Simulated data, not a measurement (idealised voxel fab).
The following is a process module called voxel fin reveal.
Section cut is 155 nm wide and gridded with 5 nm square cells.
Square cells in a grid make up a cross-section in this document, and the grid is given as bands, listed from the top down, each one or more rows of cells. Read a band's entry like this: the first values are the height of its top and the height of its bottom in nm, and what follows is the sequence of materials from left to right, each with its width in nm. Note that "blank" is empty space, and that a single material marked "throughout" reaches across the band from edge to edge. Height reference: 0 = level under which incoming wafer is all one material. Lowest band: no bottom, runs on downward, e.g. "top 0, no bottom". The two numbers in a width such as "30 to 40" mark its ends across the band: the first belongs to the top row of cells, the second to the bottom row, and from each row to the next the width moves by the same amount. Take "left unchanged" at face value: in the step it is given for, the cross-section changed in none of its cells. Reported under the label "Non-vented voids" are the empty spaces having no open way to the top and comprising 8 cells or more; the notation for each is width x height at distance, in which the distance is measured from the left edge and all three values are in nm. That trailing text on a step's line, after the settings, is the simulator's own remark on the step. The setting "overlay nm" may be written on the line of a step. When the step uses a mask, the value reports how far to the right of the planned place the mask lay, and a negative value reports that it lay to the left.

[Intended process steps]
1. RECEIVE,material Si
2. CONFORMAL_DEP,material SiN,thk nm 5
3. MASKED_ETCH,tone cover,mask id FINS,width nm 15,pitch nm 40,etch materials SiN,depth nm 5,overlay nm 0
4. MASKED_ETCH,tone cover,mask id FINS,width nm 15,pitch nm 40,etch materials Si,depth nm 35,overlay nm 0
5. OXIDIZE,depth nm 5
6. FILL_DEP,material SiO2,thk nm 10
7. CMP,height nm 5
8. SELECTIVE_ETCH,etch materials SiO2,depth nm 30
9. STRIP,etch materials SiN

[Cross-section of the incoming wafer, state after step 1]
  top 0, no bottom = Si throughout
  Non-vented voids: none

[Post-module cross-section: identical start and plan to those above, one misstep in execution]
  top 0, bottom -25 = 30 nm blank | 15 nm Si | 25 nm blank | 15 nm Si | 25 nm blank | 15 nm Si | 30 nm blank
  top -25, bottom -40 = 30 nm SiO2 | 15 nm Si | 25 nm SiO2 | 15 nm Si | 25 nm SiO2 | 15 nm Si | 30 nm SiO2
  top -40, no bottom = Si throughout
  Non-vented voids: none
What was the processing mistake? step 3 was processed under conditions differing from the plan, specifically as MASKED_ETCH,tone cover,mask id FINS,width nm 25,pitch nm 40,etch materials SiN,depth nm 5,overlay nm 0
